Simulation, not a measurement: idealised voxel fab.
This is a process module. Its name is voxel self aligned vias.
Xsec cut, 205 nm wide, square cell size 5 nm.
A cross-section in this document is a grid of square cells, and it is written down as bands, the top band listed before the ones below it; a band is made up of one or more rows of cells.
Top, bottom (nm), then materials left to right with widths (nm); lone material tagged "full width" fills the whole band edge to edge; "blank" = empty space.
Measure heights from 0. That's the level where, below it, the as-received wafer is all one material. The lowest band is bottomless and extends downward; write it as in "0 and below".
It should be noted that a width expressed as "30 to 40" varies in equal increments from row to row of cells within the band, taking the value of the first number at the top row and that of the second number at the bottom row.
Take "stayed the same" at face value: in the step it is given for, the cross-section changed in none of its cells.
In the "Voids, enclosed" entry, you get each enclosed empty space of 8 cells or more, one with no open way to the top, written width x height at distance, distance from the left edge, in nm.
Step line, after settings: the simulator's comment on this step.
overlay nm: how far to the right of its planned place the mask lay on this masked step (negative: to the left).

## The following list gives the planned process steps
| 1 | RECEIVE: material Si |
| 2 | CONFORMAL_DEP: material SiO2, thk nm 10 |
| 3 | CONFORMAL_DEP: material SiCN, thk nm 5 |
| 4 | DIRECTIONAL_DEP: material lowk, thk nm 20 |
| 5 | PATTERN: tone open, mask id LINES, material resist, width nm 25, pitch nm 65, thk nm 20, overlay nm 0 |
| 6 | DIRECTIONAL_ETCH: etch materials lowk, depth nm 20 |
| 7 | STRIP: etch materials resist |
| 8 | CONFORMAL_DEP: material TiN, thk nm 5 |
| 9 | FILL_DEP: material Ru, thk nm 5 |
| 10 | CMP: height nm 35 |
| 11 | SELECTIVE_ETCH: etch materials W Ru TiN, depth nm 10 |
| 12 | FILL_DEP: material SiN, thk nm 5 |
| 13 | CMP: height nm 35 |
| 14 | DIRECTIONAL_DEP: material lowk, thk nm 15 |
| 15 | DIRECTIONAL_DEP: material aC, thk nm 10 |
| 16 | PATTERN: tone open, mask id VIAS, material resist, width nm 45, thk nm 25, overlay nm 0 |
| 17 | DIRECTIONAL_ETCH: etch materials aC, depth nm 10 |
| 18 | STRIP: etch materials resist |
| 19 | DIRECTIONAL_ETCH: etch materials lowk, depth nm 15 |
| 20 | DIRECTIONAL_ETCH: etch materials SiN, depth nm 10 |
| 21 | STRIP: etch materials aC |
| 22 | CONFORMAL_DEP: material TiN, thk nm 5 |
| 23 | FILL_DEP: material Cu, thk nm 5 |
| 24 | CMP: height nm 50 |
| 25 | CONFORMAL_DEP: material SiN, thk nm 5 |

## On the first of the two wafers: run conducted according to plan

## Wafer cross-section on receipt, i.e. after step 1
> 0 and below | Si full width
> Voids, enclosed: none

## The wafer, seen in cross-section, after step 2
> 10 down to 0 | SiO2 full width
> Lower than 0, everything is as it was.

## The wafer, seen in cross-section, after step 3
> 15 down to 10 | SiCN full width
> Lower than 10, everything is as it was.

## The wafer, seen in cross-section, after step 4
> 35 down to 15 | lowk full width
> Lower than 15, everything is as it was.

## The wafer, seen in cross-section, after step 5
> 55 down to 35 | resist (55) / blank (25) / resist (40) / blank (25) / resist (60)
> Lower than 35, everything is as it was.

## The wafer, seen in cross-section, after step 6
> 55 down to 35 | resist (55) / blank (25) / resist (40) / blank (25) / resist (60)
> 35 down to 15 | lowk (55) / blank (25) / lowk (40) / blank (25) / lowk (60)
> Lower than 15, everything is as it was.

## The wafer, seen in cross-section, after step 7
> 35 down to 15 | lowk (55) / blank (25) / lowk (40) / blank (25) / lowk (60)
> Lower than 15, everything is as it was.

## The wafer, seen in cross-section, after step 8
> 40 down to 35 | TiN (60) / blank (15) / TiN (50) / blank (15) / TiN (65)
> 35 down to 20 | lowk (55) / TiN (5) / blank (15) / TiN (5) / lowk (40) / TiN (5) / blank (15) / TiN (5) / lowk (60)
> 20 down to 15 | lowk (55) / TiN (25) / lowk (40) / TiN (25) / lowk (60)
> Lower than 15, everything is as it was.

## The wafer, seen in cross-section, after step 9
> 45 down to 40 | Ru full width
> 40 down to 35 | TiN (60) / Ru (15) / TiN (50) / Ru (15) / TiN (65)
> 35 down to 20 | lowk (55) / TiN (5) / Ru (15) / TiN (5) / lowk (40) / TiN (5) / Ru (15) / TiN (5) / lowk (60)
> Lower than 20, everything is as it was.

## The wafer, seen in cross-section, after step 10
> 35 down to 20 | lowk (55) / TiN (5) / Ru (15) / TiN (5) / lowk (40) / TiN (5) / Ru (15) / TiN (5) / lowk (60)
> Lower than 20, everything is as it was.

## The wafer, seen in cross-section, after step 11
> 35 down to 25 | lowk (55) / blank (25) / lowk (40) / blank (25) / lowk (60)
> Lower than 25, everything is as it was.

## The wafer, seen in cross-section, after step 12
> 40 down to 35 | SiN full width
> 35 down to 25 | lowk (55) / SiN (25) / lowk (40) / SiN (25) / lowk (60)
> Lower than 25, everything is as it was.

## The wafer, seen in cross-section, after step 13
> 35 down to 25 | lowk (55) / SiN (25) / lowk (40) / SiN (25) / lowk (60)
> Lower than 25, everything is as it was.

## The wafer, seen in cross-section, after step 14
> 50 down to 35 | lowk full width
> Lower than 35, everything is as it was.

## The wafer, seen in cross-section, after step 15
> 60 down to 50 | aC full width
> Lower than 50, everything is as it was.

## The wafer, seen in cross-section, after step 16
> 85 down to 60 | resist (45) / blank (45) / resist (115)
> Lower than 60, everything is as it was.

## The wafer, seen in cross-section, after step 17
> 75 down to 60 | resist (45) / blank (45) / resist (115)
> 60 down to 50 | aC (45) / blank (45) / aC (115)
> Lower than 50, everything is as it was.

## The wafer, seen in cross-section, after step 18
> 60 down to 50 | aC (45) / blank (45) / aC (115)
> Lower than 50, everything is as it was.

## The wafer, seen in cross-section, after step 19
> 60 down to 50 | aC (45) / blank (45) / aC (115)
> 50 down to 35 | lowk (45) / blank (45) / lowk (115)
> Lower than 35, everything is as it was.

## The wafer, seen in cross-section, after step 20
> 60 down to 50 | aC (45) / blank (45) / aC (115)
> 50 down to 35 | lowk (45) / blank (45) / lowk (115)
> 35 down to 25 | lowk (55) / blank (25) / lowk (40) / SiN (25) / lowk (60)
> Lower than 25, everything is as it was.

## The wafer, seen in cross-section, after step 21
> 50 down to 35 | lowk (45) / blank (45) / lowk (115)
> Lower than 35, everything is as it was.

## The wafer, seen in cross-section, after step 22
> 55 down to 50 | TiN (50) / blank (35) / TiN (120)
> 50 down to 40 | lowk (45) / TiN (5) / blank (35) / TiN (5) / lowk (115)
> 40 down to 35 | lowk (45) / TiN (15) / blank (15) / TiN (15) / lowk (115)
> 35 down to 30 | lowk (55) / TiN (5) / blank (15) / TiN (5) / lowk (40) / SiN (25) / lowk (60)
> 30 down to 25 | lowk (55) / TiN (25) / lowk (40) / SiN (25) / lowk (60)
> Lower than 25, everything is as it was.

## The wafer, seen in cross-section, after step 23
> 60 down to 55 | Cu full width
> 55 down to 50 | TiN (50) / Cu (35) / TiN (120)
> 50 down to 40 | lowk (45) / TiN (5) / Cu (35) / TiN (5) / lowk (115)
> 40 down to 35 | lowk (45) / TiN (15) / Cu (15) / TiN (15) / lowk (115)
> 35 down to 30 | lowk (55) / TiN (5) / Cu (15) / TiN (5) / lowk (40) / SiN (25) / lowk (60)
> Lower than 30, everything is as it was.

## The wafer, seen in cross-section, after step 24
> 50 down to 40 | lowk (45) / TiN (5) / Cu (35) / TiN (5) / lowk (115)
> Lower than 40, everything is as it was.

## The wafer, seen in cross-section, after step 25
> 55 down to 50 | SiN full width
> Lower than 50, everything is as it was.

## Wafer two of the pair: same origin, same plan, one error during the run; identical to wafer one up to and including step 2

Cross-section of the second wafer at the time by which step 3 should have been completed according to the plan: stayed the same

## Cross-section of the second wafer at the time by which step 4 should have been completed according to the plan
> 30 down to 10 | lowk full width
> Lower than 10, everything is as it was.

## Cross-section of the second wafer at the time by which step 5 should have been completed according to the plan
> 50 down to 30 | resist (55) / blank (25) / resist (40) / blank (25) / resist (60)
> Lower than 30, everything is as it was.

## Cross-section of the second wafer at the time by which step 6 should have been completed according to the plan
> 50 down to 30 | resist (55) / blank (25) / resist (40) / blank (25) / resist (60)
> 30 down to 10 | lowk (55) / blank (25) / lowk (40) / blank (25) / lowk (60)
> Lower than 10, everything is as it was.

## Cross-section of the second wafer at the time by which step 7 should have been completed according to the plan
> 30 down to 10 | lowk (55) / blank (25) / lowk (40) / blank (25) / lowk (60)
> Lower than 10, everything is as it was.

## Cross-section of the second wafer at the time by which step 8 should have been completed according to the plan
> 35 down to 30 | TiN (60) / blank (15) / TiN (50) / blank (15) / TiN (65)
> 30 down to 15 | lowk (55) / TiN (5) / blank (15) / TiN (5) / lowk (40) / TiN (5) / blank (15) / TiN (5) / lowk (60)
> 15 down to 10 | lowk (55) / TiN (25) / lowk (40) / TiN (25) / lowk (60)
> Lower than 10, everything is as it was.

## Cross-section of the second wafer at the time by which step 9 should have been completed according to the plan
> 40 down to 35 | Ru full width
> 35 down to 30 | TiN (60) / Ru (15) / TiN (50) / Ru (15) / TiN (65)
> 30 down to 15 | lowk (55) / TiN (5) / Ru (15) / TiN (5) / lowk (40) / TiN (5) / Ru (15) / TiN (5) / lowk (60)
> Lower than 15, everything is as it was.

## Cross-section of the second wafer at the time by which step 10 should have been completed according to the plan
> 35 down to 30 | TiN (60) / Ru (15) / TiN (50) / Ru (15) / TiN (65)
> Lower than 30, everything is as it was.

## Cross-section of the second wafer at the time by which step 11 should have been completed according to the plan
> 30 down to 25 | lowk (55) / blank (25) / lowk (40) / blank (25) / lowk (60)
> Lower than 25, everything is as it was.

## Cross-section of the second wafer at the time by which step 12 should have been completed according to the plan
> 35 down to 30 | SiN full width
> 30 down to 25 | lowk (55) / SiN (25) / lowk (40) / SiN (25) / lowk (60)
> Lower than 25, everything is as it was.

Cross-section of the second wafer at the time by which step 13 should have been completed according to the plan: stayed the same

## Cross-section of the second wafer at the time by which step 14 should have been completed according to the plan
> 50 down to 35 | lowk full width
> Lower than 35, everything is as it was.

## Cross-section of the second wafer at the time by which step 15 should have been completed according to the plan
> 60 down to 50 | aC full width
> Lower than 50, everything is as it was.

## Cross-section of the second wafer at the time by which step 16 should have been completed according to the plan
> 85 down to 60 | resist (45) / blank (45) / resist (115)
> Lower than 60, everything is as it was.

## Cross-section of the second wafer at the time by which step 17 should have been completed according to the plan
> 75 down to 60 | resist (45) / blank (45) / resist (115)
> 60 down to 50 | aC (45) / blank (45) / aC (115)
> Lower than 50, everything is as it was.

## Cross-section of the second wafer at the time by which step 18 should have been completed according to the plan
> 60 down to 50 | aC (45) / blank (45) / aC (115)
> Lower than 50, everything is as it was.

## Cross-section of the second wafer at the time by which step 19 should have been completed according to the plan
> 60 down to 50 | aC (45) / blank (45) / aC (115)
> 50 down to 35 | lowk (45) / blank (45) / lowk (115)
> Lower than 35, everything is as it was.

## Cross-section of the second wafer at the time by which step 20 should have been completed according to the plan
> 60 down to 50 | aC (45) / blank (45) / aC (115)
> 50 down to 35 | lowk (45) / blank (45) / lowk (115)
> 35 down to 30 | SiN (45) / blank (45) / SiN (115)
> 30 down to 25 | lowk (55) / blank (25) / lowk (40) / SiN (25) / lowk (60)
> Lower than 25, everything is as it was.

## Cross-section of the second wafer at the time by which step 21 should have been completed according to the plan
> 50 down to 35 | lowk (45) / blank (45) / lowk (115)
> Lower than 35, everything is as it was.

## Cross-section of the second wafer at the time by which step 22 should have been completed according to the plan
> 55 down to 50 | TiN (50) / blank (35) / TiN (120)
> 50 down to 35 | lowk (45) / TiN (5) / blank (35) / TiN (5) / lowk (115)
> 35 down to 30 | SiN (45) / TiN (15) / blank (15) / TiN (15) / SiN (115)
> 30 down to 25 | lowk (55) / TiN (25) / lowk (40) / SiN (25) / lowk (60)
> Lower than 25, everything is as it was.

## Cross-section of the second wafer at the time by which step 23 should have been completed according to the plan
> 60 down to 55 | Cu full width
> 55 down to 50 | TiN (50) / Cu (35) / TiN (120)
> 50 down to 35 | lowk (45) / TiN (5) / Cu (35) / TiN (5) / lowk (115)
> 35 down to 30 | SiN (45) / TiN (15) / Cu (15) / TiN (15) / SiN (115)
> Lower than 30, everything is as it was.

## Cross-section of the second wafer at the time by which step 24 should have been completed according to the plan
> 50 down to 35 | lowk (45) / TiN (5) / Cu (35) / TiN (5) / lowk (115)
> Lower than 35, everything is as it was.

## Cross-section of the second wafer at the time by which step 25 should have been completed according to the plan
> 55 down to 50 | SiN full width
> Lower than 50, everything is as it was.
Which mistake was made when the wafer was run? step 3 from the plan never happened, it was just skipped
Looking at both finished wafers in cells, the second ends up ahead of or behind the first on some materials: +4 Cu, +6 Ru, -41 SiCN, +27 SiN, +4 TiN
